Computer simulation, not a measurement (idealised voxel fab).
Presented below is a process module, voxel gate over fins.
cross-section cut | 195 nm wide | cells 5 nm
Format of a cross-section: grid, square cells. Given as bands. Order: top down. Band: one or more rows of cells. In this notation a band is specified by the heights of its top and bottom, in that order and in nm, after which its materials appear from left to right, each paired with its width in nm. The word "full width" attached to a single material means that material fills the band from edge to edge; the word "blank" stands for empty space. We count height from 0. Below that, the starting wafer is all one material. The lowest band never ends at the bottom but goes on down; see "top 0, no bottom" for how that is written. Width spec "30->40" -> top row of cells at first value, bottom row at second value, equal per-row change in between. Given "nothing altered" for a step, no cell of the cross-section differs between before and after that step. Sealed void list: empty space of 8 cells or more with no open way to the top, each as width x height at its distance from the left edge, in nm. Past the settings on a step's line: simulator remark, on that step. The line of a step may include "overlay nm". On a step with a mask, this value is how far to the right of its planned place the mask lay. A negative value means the mask lay to the left.
Set out below are the planned steps of the process:
1,RECEIVE | material Si
2,CONFORMAL_DEP | material SiN | thk nm 5
3,PATTERN | tone cover | mask id FINS | material resist | width nm 15 | pitch nm 45 | thk nm 20 | overlay nm 0
4,DIRECTIONAL_ETCH | etch materials SiN | depth nm 5
5,DIRECTIONAL_ETCH | etch materials Si | depth nm 30
6,STRIP | etch materials resist
7,OXIDIZE | depth nm 5
8,FILL_DEP | material SiO2 | thk nm 5
9,CMP | height nm 5
10,SELECTIVE_ETCH | etch materials SiO2 | depth nm 20
11,STRIP | etch materials SiN
12,CONFORMAL_DEP | material HfO2 | thk nm 5
13,CONFORMAL_DEP | material TiN | thk nm 5
14,FILL_DEP | material W | thk nm 10
15,CMP | height nm 15
16,CONFORMAL_DEP | material SiN | thk nm 10
As received (post step 1): cross-section:
  top 0, no bottom | Si full width
  Sealed void list: none
First of two wafers at the end of the module, shown in cross-section; run carried out as planned:
  top 25, bottom 15 | SiN full width
  top 15, bottom 10 | W full width
  top 10, bottom 5 | W (15), TiN (25), W (20), TiN (25), W (20), TiN (25), W (20), TiN (25), W (20)
  top 5, bottom 0 | W (15), TiN (5), HfO2 (15), TiN (5), W (20), TiN (5), HfO2 (15), TiN (5), W (20), TiN (5), HfO2 (15), TiN (5), W (20), TiN (5), HfO2 (15), TiN (5), W (20)
  top 0, bottom -5 | W (15), TiN (5), HfO2 (5), Si (5), HfO2 (5), TiN (5), W (20), TiN (5), HfO2 (5), Si (5), HfO2 (5), TiN (5), W (20), TiN (5), HfO2 (5), Si (5), HfO2 (5), TiN (5), W (20), TiN (5), HfO2 (5), Si (5), HfO2 (5), TiN (5), W (20)
  top -5, bottom -10 | TiN (20), HfO2 (5), Si (5), HfO2 (5), TiN (30), HfO2 (5), Si (5), HfO2 (5), TiN (30), HfO2 (5), Si (5), HfO2 (5), TiN (30), HfO2 (5), Si (5), HfO2 (5), TiN (25)
  top -10, bottom -15 | HfO2 (25), Si (5), HfO2 (40), Si (5), HfO2 (40), Si (5), HfO2 (40), Si (5), HfO2 (30)
  top -15, bottom -35 | SiO2 (25), Si (5), SiO2 (40), Si (5), SiO2 (40), Si (5), SiO2 (40), Si (5), SiO2 (30)
  top -35, no bottom | Si full width
  Sealed void list: none
What the second wafer looks like in cross-section once the module is done. Its start and its plan matched the first wafer's exactly; what differed was one mistake in how it was run:
  top 25, bottom 15 | SiN full width
  top 15, bottom 10 | SiO2 full width
  top 10, bottom 5 | SiO2 (15), TiN (25), SiO2 (20), TiN (25), SiO2 (20), TiN (25), SiO2 (20), TiN (25), SiO2 (20)
  top 5, bottom 0 | SiO2 (15), TiN (5), HfO2 (15), TiN (5), SiO2 (20), TiN (5), HfO2 (15), TiN (5), SiO2 (20), TiN (5), HfO2 (15), TiN (5), SiO2 (20), TiN (5), HfO2 (15), TiN (5), SiO2 (20)
  top 0, bottom -5 | SiO2 (15), TiN (5), HfO2 (5), Si (5), HfO2 (5), TiN (5), SiO2 (20), TiN (5), HfO2 (5), Si (5), HfO2 (5), TiN (5), SiO2 (20), TiN (5), HfO2 (5), Si (5), HfO2 (5), TiN (5), SiO2 (20), TiN (5), HfO2 (5), Si (5), HfO2 (5), TiN (5), SiO2 (20)
  top -5, bottom -10 | TiN (20), HfO2 (5), Si (5), HfO2 (5), TiN (30), HfO2 (5), Si (5), HfO2 (5), TiN (30), HfO2 (5), Si (5), HfO2 (5), TiN (30), HfO2 (5), Si (5), HfO2 (5), TiN (25)
  top -10, bottom -15 | HfO2 (25), Si (5), HfO2 (40), Si (5), HfO2 (40), Si (5), HfO2 (40), Si (5), HfO2 (30)
  top -15, bottom -35 | SiO2 (25), Si (5), SiO2 (40), Si (5), SiO2 (40), Si (5), SiO2 (40), Si (5), SiO2 (30)
  top -35, no bottom | Si full width
  Sealed void list: none
Against the plan, the run slipped here: step 14 was processed under conditions differing from the plan, specifically as FILL_DEP | material SiO2 | thk nm 10
Looking at both finished wafers in cells, the second ends up ahead of or behind the first on some materials: SiO2 +96 | W -96
